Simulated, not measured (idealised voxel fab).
process module | voxel capacitor over wiring
cross-section cut | 155 nm wide | cells 5 nm
A cross-section is a grid of square cells, given in bands from the top down. A band is one or more rows of cells.
Each band's line starts with the height of the band's top and of its bottom, in nm. Then come its materials from left to right, each with its width in nm. One material with "throughout" fills the band from edge to edge. "air" is empty space.
Height 0 is the level under which the wafer as received is all one material. The lowest band goes on downwards, as in "0 down".
A width such as "30 to 40" changes by the same amount from each row of cells to the next, from the band's top row to its bottom row.
"no change" after a step means that no cell of the cross-section changed.
closed voids: empty space of 8 cells or more with no open way to the top, each as width x height at its distance from the left edge, in nm
after a step's settings: what the simulator itself notes on the step
overlay nm, on a step with a mask: how far to the right of its planned place the mask lay; to the left if negative
plan
1 op RECEIVE | material Si
2 op CONFORMAL_DEP | material SiO2 | thk nm 15
3 op DIRECTIONAL_DEP | material TiN | thk nm 5
4 op DIRECTIONAL_DEP | material Ru | thk nm 15
5 op MASKED_ETCH | tone cover | mask id METAL_1 | width nm 25 | pitch nm 85 | etch materials Ru | depth nm 15 | overlay nm 0
6 op MASKED_ETCH | tone cover | mask id METAL_1 | width nm 25 | pitch nm 85 | etch materials TiN | depth nm 5 | overlay nm 0
7 op CONFORMAL_DEP | material SiN | thk nm 5
8 op FILL_DEP | material SiO2 | thk nm 5
9 op CMP | height nm 35
10 op CONFORMAL_DEP | material SiCN | thk nm 5
11 op DIRECTIONAL_DEP | material lowk | thk nm 20
12 op MASKED_ETCH | tone open | mask id PLUG_1 | width nm 15 | etch materials lowk | depth nm 20 | overlay nm 0
13 op MASKED_ETCH | tone open | mask id PLUG_1 | width nm 15 | etch materials SiCN | depth nm 5 | overlay nm 0
14 op EPI | material Ru | thk nm 10
15 op EPI | material Ru | thk nm 10
16 op EPI | material Ru | thk nm 5
17 op DIRECTIONAL_DEP | material TiN | thk nm 5
18 op DIRECTIONAL_DEP | material SiN | thk nm 5
19 op DIRECTIONAL_DEP | material TiN | thk nm 5
20 op MASKED_ETCH | tone cover | mask id UPPER_PLATE | width nm 65 | etch materials TiN | depth nm 5 | overlay nm 0
21 op MASKED_ETCH | tone cover | mask id UPPER_PLATE | width nm 65 | etch materials SiN | depth nm 5 | overlay nm 0
22 op PATTERN | tone cover | mask id LOWER_PLATE | material resist | width nm 75 | thk nm 20 | overlay nm 0
23 op DIRECTIONAL_ETCH | etch materials TiN | depth nm 5
24 op STRIP | etch materials resist
25 op FILL_DEP | material SiO2 | thk nm 20
26 op CMP | height nm 90
27 op PATTERN | tone open | mask id PLUG_2 | material resist | width nm 15 | thk nm 20 | overlay nm 0
28 op DIRECTIONAL_ETCH | etch materials SiO2 | depth nm 15
29 op STRIP | etch materials resist
30 op CONFORMAL_DEP | material TiN | thk nm 5
31 op FILL_DEP | material W | thk nm 10
32 op CMP | height nm 90
33 op CONFORMAL_DEP | material SiN | thk nm 5
as received, after step 1
  0 down: Si throughout
  closed voids: none
first wafer at the end, as planned
  95 to 90: SiN throughout
  90 to 80: SiO2 40 | TiN 5 | W 5 | TiN 5 | SiO2 100
  80 to 70: SiO2 40 to 30 | TiN 15 to 65 | SiO2 100 to 60
  70 to 65: SiO2 30 | SiN 65 | SiO2 60
  65 to 60: SiO2 25 | TiN 75 | SiO2 55
  60 to 40: lowk 30 | Ru 15 | lowk 110
  40 to 35: SiCN 30 | Ru 15 | SiCN 110
  35 to 20: SiO2 15 | SiN 5 | Ru 25 | SiN 5 | SiO2 50 | SiN 5 | Ru 25 | SiN 5 | SiO2 20
  20 to 15: SiN 20 | TiN 25 | SiN 60 | TiN 25 | SiN 25
  15 to 0: SiO2 throughout
  0 down: Si throughout
  closed voids: none
second wafer at the end: like start, like plan, one mistake
  95 to 90: SiN throughout
  90 to 80: SiO2 40 | TiN 5 | W 5 | TiN 5 | SiO2 100
  80 to 70: SiO2 40 to 30 | TiN 15 to 20 | SiO2 100 to 105
  70 to 65: SiO2 30 | SiN 20 | TiN 45 | SiO2 60
  65 to 60: SiO2 25 | TiN 25 | SiN 45 | SiO2 60
  60 to 55: SiO2 25 | Ru 25 | TiN 50 | SiO2 55
  55 to 40: lowk 30 | Ru 15 | lowk 110
  40 to 35: SiCN 30 | Ru 15 | SiCN 110
  35 to 20: SiO2 15 | SiN 5 | Ru 25 | SiN 5 | SiO2 50 | SiN 5 | Ru 25 | SiN 5 | SiO2 20
  20 to 15: SiN 20 | TiN 25 | SiN 60 | TiN 25 | SiN 25
  15 to 0: SiO2 throughout
  0 down: Si throughout
  closed voids: none
what went wrong: step 11 ran as: op DIRECTIONAL_DEP | material lowk | thk nm 15
at the end the second wafer has, in cells: 2 more of Ru | 26 more of SiO2 | 28 fewer of lowk
